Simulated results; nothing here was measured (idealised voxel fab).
process module | voxel lift off
cross-section cut | 230 nm wide | cells 5 nm
A cross-section is a grid of square cells, given in bands from the top down. A band is one or more rows of cells.
Each band's line starts with the height of the band's top and of its bottom, in nm. Then come its materials from left to right, each with its width in nm. One material with "throughout" fills the band from edge to edge. "air" is empty space.
Height 0 is the level under which the wafer as received is all one material. The lowest band goes on downwards, as in "0 down".
A width such as "30 to 40" changes by the same amount from each row of cells to the next, from the band's top row to its bottom row.
"no change" after a step means that no cell of the cross-section changed.
closed voids: empty space of 8 cells or more with no open way to the top, each as width x height at its distance from the left edge, in nm
after a step's settings: what the simulator itself notes on the step
overlay nm, on a step with a mask: how far to the right of its planned place the mask lay; to the left if negative
plan
1 op RECEIVE | material Si
2 op CONFORMAL_DEP | material SiN | thk nm 15
3 op PATTERN | tone open | mask id LINES | material resist | width nm 25 | pitch nm 55 | thk nm 15 | overlay nm 0
4 op DIRECTIONAL_DEP | material Ru | thk nm 5
5 op STRIP | etch materials resist
6 op CONFORMAL_DEP | material SiO2 | thk nm 10
first wafer, as planned
as received, after step 1
  0 down: Si throughout
  closed voids: none
after step 2
  15 to 0: SiN throughout
  below 0: unchanged
after step 3
  30 to 15: resist 45 | air 25 | resist 30 | air 25 | resist 30 | air 25 | resist 50
  below 15: unchanged
after step 4
  35 to 30: Ru 45 | air 25 | Ru 30 | air 25 | Ru 30 | air 25 | Ru 50
  30 to 20: resist 45 | air 25 | resist 30 | air 25 | resist 30 | air 25 | resist 50
  20 to 15: resist 45 | Ru 25 | resist 30 | Ru 25 | resist 30 | Ru 25 | resist 50
  below 15: unchanged
after step 5
  20 to 15: air 45 | Ru 25 | air 30 | Ru 25 | air 30 | Ru 25 | air 50
  below 15: unchanged
after step 6
  30 to 25: air 35 | SiO2 45 | air 10 | SiO2 45 | air 10 | SiO2 45 | air 40
  25 to 20: SiO2 throughout
  20 to 15: SiO2 45 | Ru 25 | SiO2 30 | Ru 25 | SiO2 30 | Ru 25 | SiO2 50
  below 15: unchanged
second wafer: like start, like plan, one mistake. Through step 5 it matches the first wafer
when step 6 should have ended
  25 to 20: air 40 | SiO2 35 | air 20 | SiO2 35 | air 20 | SiO2 35 | air 45
  20 to 15: SiO2 45 | Ru 25 | SiO2 30 | Ru 25 | SiO2 30 | Ru 25 | SiO2 50
  below 15: unchanged
what went wrong: step 6 ran as: op CONFORMAL_DEP | material SiO2 | thk nm 5
at the end the second wafer has, in cells: 52 fewer of SiO2
